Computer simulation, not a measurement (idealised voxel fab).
Proc. module: voxel ribs on slabs
The width of the displayed cross-section, cut, is 145 nm; its cells are square, with a size of 5 nm.
A cross-section is written here as square cells arranged in a grid, and it is given in bands from the top down, each band taking up one or more rows of cells. Basically the band line says how high the top is and how high the bottom is, in nm, and then what's in it from left to right, every material with its width in nm. Empty space shows up as "blank", and if a single material carries "everywhere" it runs the full band edge to edge. It should be noted that heights are counted from 0, beneath which the wafer as supplied is of one material throughout, and that the lowest band possesses no lower boundary but continues downward, as written in "0..down". It should be noted that a width expressed as "30..40" varies in equal increments from row to row of cells within the band, taking the value of the first number at the top row and that of the second number at the bottom row. Step note "no change" = no cross-section cell changed. Empty spaces without an open route to the top, at least 8 cells in extent, make up the entry "Sealed internal cavities"; each is given as width x height at distance, where the distance is measured from the left edge, and all are in nm. Where a step's line continues beyond its settings, the continuation is a remark by the simulator itself on that step. Steps that use a mask can have "overlay nm" on their line. It says how far the mask sat to the right of where it was meant to be. Negative means to the left.

PLAN
step 1: RECEIVE | material Si
step 2: DIRECTIONAL_DEP | material SiO2 | thk nm 25
step 3: DIRECTIONAL_DEP | material polySi | thk nm 25
step 4: MASKED_ETCH | tone cover | mask id RIB | width nm 20 | etch materials polySi | depth nm 10 | overlay nm 0
step 5: MASKED_ETCH | tone cover | mask id SLAB | width nm 60 | etch materials polySi | depth nm 15 | overlay nm 0
step 6: FILL_DEP | material SiO2 | thk nm 20
step 7: CMP | height nm 65
step 8: DIRECTIONAL_DEP | material W | thk nm 10
step 9: DIRECTIONAL_DEP | material aC | thk nm 15
step 10: PATTERN | tone cover | mask id HEATER | material resist | width nm 30 | thk nm 30 | overlay nm 0
step 11: DIRECTIONAL_ETCH | etch materials aC | depth nm 15
step 12: STRIP | etch materials resist
step 13: DIRECTIONAL_ETCH | etch materials W | depth nm 10
step 14: STRIP | etch materials aC
step 15: CONFORMAL_DEP | material SiN | thk nm 10
Wafers differ in width nm at step 5; plan lists the first wafer's value; identical starting state.

THE FIRST OF SEVERAL WAFERS AS RECEIVED, SHOWN IN CROSS-SECTION; THIS IS ITS STATE AFTER STEP 1
- 0..down  Si everywhere
- Sealed internal cavities: none

BELOW: A ROW PER WAFER. CONTENTS AT END OF MODULE: FOR EVERY MATERIAL, CELLS GAINED SINCE RECEIPT (+) OR LOST SINCE RECEIPT (-); THEN CLOSED VOIDS
width nm 60, +66 SiN, +333 SiO2, +12 W, +44 polySi, Sealed internal cavities: none
width nm 65, +66 SiN, +330 SiO2, +12 W, +47 polySi, Sealed internal cavities: none
width nm 70, +66 SiN, +327 SiO2, +12 W, +50 polySi, Sealed internal cavities: none
width nm 75, +66 SiN, +324 SiO2, +12 W, +53 polySi, Sealed internal cavities: none
width nm 80, +66 SiN, +321 SiO2, +12 W, +56 polySi, Sealed internal cavities: none
width nm 85, +66 SiN, +318 SiO2, +12 W, +59 polySi, Sealed internal cavities: none
